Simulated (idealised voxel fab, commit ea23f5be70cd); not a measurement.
process module | voxel self aligned contacts
cross-section cut | 280 nm wide | cells 5 nm
A cross-section is a grid of square cells, given in bands from the top down. A band is one or more rows of cells.
Each band's line starts with the height of the band's top and of its bottom, in nm. Then come its materials from left to right, each with its width in nm. One material with "throughout" fills the band from edge to edge. "air" is empty space.
Height 0 is the level under which the wafer as received is all one material. The lowest band goes on downwards, as in "0 down".
A width such as "30 to 40" changes by the same amount from each row of cells to the next, from the band's top row to its bottom row.
"no change" after a step means that no cell of the cross-section changed.
closed voids: empty space of 8 cells or more with no open way to the top, each as width x height at its distance from the left edge, in nm
after a step's settings: what the simulator itself notes on the step
overlay nm, on a step with a mask: how far to the right of its planned place the mask lay; to the left if negative
plan
1 op RECEIVE | material Si
2 op CONFORMAL_DEP | material SiO2 | thk nm 5
3 op DIRECTIONAL_DEP | material polySi | thk nm 20
4 op DIRECTIONAL_DEP | material SiN | thk nm 15
5 op PATTERN | tone cover | mask id GATE | material resist | width nm 25 | pitch nm 50 | thk nm 20 | overlay nm 0
6 op DIRECTIONAL_ETCH | etch materials SiN | depth nm 15
7 op DIRECTIONAL_ETCH | etch materials polySi | depth nm 10
8 op STRIP | etch materials resist
9 op CONFORMAL_DEP | material SiN | thk nm 5
10 op DIRECTIONAL_ETCH | etch materials SiN | depth nm 5
11 op FILL_DEP | material SiO2 | thk nm 15
12 op CMP | height nm 45
13 op MASKED_ETCH | tone open | mask id CONTACT | width nm 35 | etch materials SiO2 | depth nm 45 | overlay nm 0
14 op CONFORMAL_DEP | material TiN | thk nm 5
15 op FILL_DEP | material W | thk nm 10
16 op CMP | height nm 45
17 op CONFORMAL_DEP | material SiCN | thk nm 5
varied across the wafers: depth nm of step 7. The plan shows the first wafer's value. All wafers start alike
first wafer as received, after step 1
  0 down: Si throughout
  closed voids: none
first wafer at the end, after step 17
  50 to 45: SiCN throughout
  45 to 40: SiO2 120 | TiN 15 | W 5 | TiN 15 | SiO2 125
  40 to 25: SiO2 95 | SiN 35 | TiN 5 | W 5 | TiN 5 | SiN 35 | SiO2 100
  25 to 20: SiO2 95 | SiN 5 | polySi 25 | SiN 5 | TiN 5 | W 5 | TiN 5 | SiN 5 | polySi 25 | SiN 5 | SiO2 100
  20 to 15: SiO2 95 | SiN 5 | polySi 25 | SiN 5 | TiN 15 | SiN 5 | polySi 25 | SiN 5 | SiO2 100
  15 to 5: polySi throughout
  5 to 0: SiO2 throughout
  0 down: Si throughout
  closed voids: none
last wafer at the end
  50 to 45: SiCN throughout
  45 to 40: SiO2 120 | TiN 15 | W 5 | TiN 15 | SiO2 125
  40 to 25: SiO2 95 | SiN 35 | TiN 5 | W 5 | TiN 5 | SiN 35 | SiO2 100
  25 to 5: SiO2 95 | SiN 5 | polySi 25 | SiN 5 | TiN 5 | W 5 | TiN 5 | SiN 5 | polySi 25 | SiN 5 | SiO2 100
  5 to 0: SiO2 130 | TiN 15 | SiO2 135
  0 down: Si throughout
  closed voids: none
each wafer at the end: cells of each material gained (+) or lost (-) since it was received, then its closed voids
depth nm 10 | +56 SiCN | +50 SiN | +300 SiO2 | +17 TiN | +5 W | +132 polySi | closed voids: none
depth nm 15 | +56 SiCN | +54 SiN | +339 SiO2 | +19 TiN | +6 W | +86 polySi | closed voids: none
depth nm 20 | +56 SiCN | +58 SiN | +375 SiO2 | +23 TiN | +8 W | +40 polySi | closed voids: none
depth nm 25 | +56 SiCN | +58 SiN | +375 SiO2 | +23 TiN | +8 W | +40 polySi | closed voids: none
depth nm 30 | +56 SiCN | +58 SiN | +375 SiO2 | +23 TiN | +8 W | +40 polySi | closed voids: none
depth nm 35 | +56 SiCN | +58 SiN | +375 SiO2 | +23 TiN | +8 W | +40 polySi | closed voids: none
